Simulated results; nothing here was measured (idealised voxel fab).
The process module that follows is named voxel self aligned vias.
In the cross-section labelled cut, the width is 300 nm and each square cell is 5 nm.
Cross-section = grid of square cells, listed top down in bands; band = one or more rows. The band entry comprises the height of the band's top followed by the height of its bottom, expressed in nm, and subsequently the band's materials from left to right, each stated together with its width in nm. Where a single material is marked with the word "everywhere", that material fills the band from edge to edge. The word "blank" represents empty space. Where do heights start? At 0: under that level the wafer as delivered is made of one material only. And the lowest band has no floor; it just carries on downward, as in "from 0 down". A width such as "30 to 40" changes by the same amount from each row of cells to the next, from the band's top row to its bottom row. "nothing altered", as given for a step, is the statement that not any cell of the cross-section underwent a change during that step. Any empty space of 8 cells or more lacking an open way to the top shows up in "Fully sealed voids" as width x height at distance, distance from the left edge, in nm. Heads up: the bit after the settings on a step's line is the simulator's remark on that step. What "overlay nm" on a step's line means: if the step has a mask, that mask lay this far to the right of its planned place, or, when the value is negative, to the left.
Intended process steps:
1) RECEIVE, material Si
2) CONFORMAL_DEP, material SiO2, thk nm 10
3) CONFORMAL_DEP, material SiCN, thk nm 5
4) DIRECTIONAL_DEP, material lowk, thk nm 25
5) PATTERN, tone open, mask id LINES, material resist, width nm 25, pitch nm 50, thk nm 20, overlay nm 0
6) DIRECTIONAL_ETCH, etch materials lowk, depth nm 25
7) STRIP, etch materials resist
8) CONFORMAL_DEP, material TiN, thk nm 5
9) FILL_DEP, material W, thk nm 5
10) CMP, height nm 40
11) SELECTIVE_ETCH, etch materials W Ru TiN, depth nm 5
12) FILL_DEP, material SiN, thk nm 10
13) CMP, height nm 40
14) DIRECTIONAL_DEP, material lowk, thk nm 15
15) MASKED_ETCH, tone open, mask id VIAS, width nm 35, pitch nm 50, etch materials lowk, depth nm 15, overlay nm 0
16) MASKED_ETCH, tone open, mask id VIAS, width nm 35, pitch nm 50, etch materials SiN, depth nm 5, overlay nm 0
17) CONFORMAL_DEP, material TiN, thk nm 5
18) FILL_DEP, material Cu, thk nm 10
19) CMP, height nm 55
20) CONFORMAL_DEP, material SiN, thk nm 5
The first of a set of two wafers, run to plan:
As-received state of the wafer in cross-section, equivalent to post-step 1:
from 0 down | Si everywhere
Fully sealed voids: none
State of the wafer after step 2, shown in cross-section:
from 10 to 0 | SiO2 everywhere
Note: structure below 0 unchanged.
State of the wafer after step 3, shown in cross-section:
from 15 to 10 | SiCN everywhere
Note: structure below 10 unchanged.
State of the wafer after step 4, shown in cross-section:
from 40 to 15 | lowk everywhere
Note: structure below 15 unchanged.
State of the wafer after step 5, shown in cross-section:
from 60 to 40 | resist (110) / blank (25) / resist (25) / blank (25) / resist (115)
Note: structure below 40 unchanged.
State of the wafer after step 6, shown in cross-section:
from 60 to 40 | resist (110) / blank (25) / resist (25) / blank (25) / resist (115)
from 40 to 15 | lowk (110) / blank (25) / lowk (25) / blank (25) / lowk (115)
Note: structure below 15 unchanged.
State of the wafer after step 7, shown in cross-section:
from 40 to 15 | lowk (110) / blank (25) / lowk (25) / blank (25) / lowk (115)
Note: structure below 15 unchanged.
State of the wafer after step 8, shown in cross-section:
from 45 to 40 | TiN (115) / blank (15) / TiN (35) / blank (15) / TiN (120)
from 40 to 20 | lowk (110) / TiN (5) / blank (15) / TiN (5) / lowk (25) / TiN (5) / blank (15) / TiN (5) / lowk (115)
from 20 to 15 | lowk (110) / TiN (25) / lowk (25) / TiN (25) / lowk (115)
Note: structure below 15 unchanged.
State of the wafer after step 9, shown in cross-section:
from 50 to 45 | W everywhere
from 45 to 40 | TiN (115) / W (15) / TiN (35) / W (15) / TiN (120)
from 40 to 20 | lowk (110) / TiN (5) / W (15) / TiN (5) / lowk (25) / TiN (5) / W (15) / TiN (5) / lowk (115)
Note: structure below 20 unchanged.
State of the wafer after step 10, shown in cross-section:
from 40 to 20 | lowk (110) / TiN (5) / W (15) / TiN (5) / lowk (25) / TiN (5) / W (15) / TiN (5) / lowk (115)
Note: structure below 20 unchanged.
State of the wafer after step 11, shown in cross-section:
from 40 to 35 | lowk (110) / blank (25) / lowk (25) / blank (25) / lowk (115)
Note: structure below 35 unchanged.
State of the wafer after step 12, shown in cross-section:
from 50 to 40 | SiN everywhere
from 40 to 35 | lowk (110) / SiN (25) / lowk (25) / SiN (25) / lowk (115)
Note: structure below 35 unchanged.
State of the wafer after step 13, shown in cross-section:
from 40 to 35 | lowk (110) / SiN (25) / lowk (25) / SiN (25) / lowk (115)
Note: structure below 35 unchanged.
State of the wafer after step 14, shown in cross-section:
from 55 to 40 | lowk everywhere
Note: structure below 40 unchanged.
State of the wafer after step 15, shown in cross-section:
from 55 to 40 | lowk (105) / blank (35) / lowk (15) / blank (35) / lowk (110)
Note: structure below 40 unchanged.
State of the wafer after step 16, shown in cross-section:
from 55 to 40 | lowk (105) / blank (35) / lowk (15) / blank (35) / lowk (110)
from 40 to 35 | lowk (110) / blank (25) / lowk (25) / blank (25) / lowk (115)
Note: structure below 35 unchanged.
State of the wafer after step 17, shown in cross-section:
from 60 to 55 | TiN (110) / blank (25) / TiN (25) / blank (25) / TiN (115)
from 55 to 45 | lowk (105) / TiN (5) / blank (25) / TiN (5) / lowk (15) / TiN (5) / blank (25) / TiN (5) / lowk (110)
from 45 to 40 | lowk (105) / TiN (10) / blank (15) / TiN (10) / lowk (15) / TiN (10) / blank (15) / TiN (10) / lowk (110)
from 40 to 35 | lowk (110) / TiN (25) / lowk (25) / TiN (25) / lowk (115)
Note: structure below 35 unchanged.
State of the wafer after step 18, shown in cross-section:
from 70 to 60 | Cu everywhere
from 60 to 55 | TiN (110) / Cu (25) / TiN (25) / Cu (25) / TiN (115)
from 55 to 45 | lowk (105) / TiN (5) / Cu (25) / TiN (5) / lowk (15) / TiN (5) / Cu (25) / TiN (5) / lowk (110)
from 45 to 40 | lowk (105) / TiN (10) / Cu (15) / TiN (10) / lowk (15) / TiN (10) / Cu (15) / TiN (10) / lowk (110)
Note: structure below 40 unchanged.
State of the wafer after step 19, shown in cross-section:
from 55 to 45 | lowk (105) / TiN (5) / Cu (25) / TiN (5) / lowk (15) / TiN (5) / Cu (25) / TiN (5) / lowk (110)
Note: structure below 45 unchanged.
State of the wafer after step 20, shown in cross-section:
from 60 to 55 | SiN everywhere
Note: structure below 55 unchanged.
Second wafer - shared start and plan with the first - one error in running - same as the first up to step 2 inclusive:
Second wafer, section view, time point: scheduled end of step 3: nothing altered
Second wafer, section view, time point: scheduled end of step 4:
from 35 to 10 | lowk everywhere
Note: structure below 10 unchanged.
Second wafer, section view, time point: scheduled end of step 5:
from 55 to 35 | resist (110) / blank (25) / resist (25) / blank (25) / resist (115)
Note: structure below 35 unchanged.
Second wafer, section view, time point: scheduled end of step 6:
from 55 to 35 | resist (110) / blank (25) / resist (25) / blank (25) / resist (115)
from 35 to 10 | lowk (110) / blank (25) / lowk (25) / blank (25) / lowk (115)
Note: structure below 10 unchanged.
Second wafer, section view, time point: scheduled end of step 7:
from 35 to 10 | lowk (110) / blank (25) / lowk (25) / blank (25) / lowk (115)
Note: structure below 10 unchanged.
Second wafer, section view, time point: scheduled end of step 8:
from 40 to 35 | TiN (115) / blank (15) / TiN (35) / blank (15) / TiN (120)
from 35 to 15 | lowk (110) / TiN (5) / blank (15) / TiN (5) / lowk (25) / TiN (5) / blank (15) / TiN (5) / lowk (115)
from 15 to 10 | lowk (110) / TiN (25) / lowk (25) / TiN (25) / lowk (115)
Note: structure below 10 unchanged.
Second wafer, section view, time point: scheduled end of step 9:
from 45 to 40 | W everywhere
from 40 to 35 | TiN (115) / W (15) / TiN (35) / W (15) / TiN (120)
from 35 to 15 | lowk (110) / TiN (5) / W (15) / TiN (5) / lowk (25) / TiN (5) / W (15) / TiN (5) / lowk (115)
Note: structure below 15 unchanged.
Second wafer, section view, time point: scheduled end of step 10:
from 40 to 35 | TiN (115) / W (15) / TiN (35) / W (15) / TiN (120)
Note: structure below 35 unchanged.
Second wafer, section view, time point: scheduled end of step 11:
from 35 to 15 | lowk (110) / TiN (5) / W (15) / TiN (5) / lowk (25) / TiN (5) / W (15) / TiN (5) / lowk (115)
Note: structure below 15 unchanged.
Second wafer, section view, time point: scheduled end of step 12:
from 45 to 35 | SiN everywhere
Note: structure below 35 unchanged.
Second wafer, section view, time point: scheduled end of step 13:
from 40 to 35 | SiN everywhere
Note: structure below 35 unchanged.
Second wafer, section view, time point: scheduled end of step 14:
from 55 to 40 | lowk everywhere
Note: structure below 40 unchanged.
Second wafer, section view, time point: scheduled end of step 15:
from 55 to 40 | lowk (105) / blank (35) / lowk (15) / blank (35) / lowk (110)
Note: structure below 40 unchanged.
Second wafer, section view, time point: scheduled end of step 16:
from 55 to 40 | lowk (105) / blank (35) / lowk (15) / blank (35) / lowk (110)
from 40 to 35 | SiN (105) / blank (35) / SiN (15) / blank (35) / SiN (110)
Note: structure below 35 unchanged.
Second wafer, section view, time point: scheduled end of step 17:
from 60 to 55 | TiN (110) / blank (25) / TiN (25) / blank (25) / TiN (115)
from 55 to 40 | lowk (105) / TiN (5) / blank (25) / TiN (5) / lowk (15) / TiN (5) / blank (25) / TiN (5) / lowk (110)
from 40 to 35 | SiN (105) / TiN (35) / SiN (15) / TiN (35) / SiN (110)
Note: structure below 35 unchanged.
Second wafer, section view, time point: scheduled end of step 18:
from 70 to 60 | Cu everywhere
from 60 to 55 | TiN (110) / Cu (25) / TiN (25) / Cu (25) / TiN (115)
from 55 to 40 | lowk (105) / TiN (5) / Cu (25) / TiN (5) / lowk (15) / TiN (5) / Cu (25) / TiN (5) / lowk (110)
Note: structure below 40 unchanged.
Second wafer, section view, time point: scheduled end of step 19:
from 55 to 40 | lowk (105) / TiN (5) / Cu (25) / TiN (5) / lowk (15) / TiN (5) / Cu (25) / TiN (5) / lowk (110)
Note: structure below 40 unchanged.
Second wafer, section view, time point: scheduled end of step 20:
from 60 to 55 | SiN everywhere
Note: structure below 55 unchanged.
The mistake made against the process plan was this: the run left out plan step 3 entirely, so it was never executed
The final cell counts differ between the wafers, with the second having more or fewer of some materials than the first: +4 Cu, -60 SiCN, +46 SiN, +4 TiN, +6 W
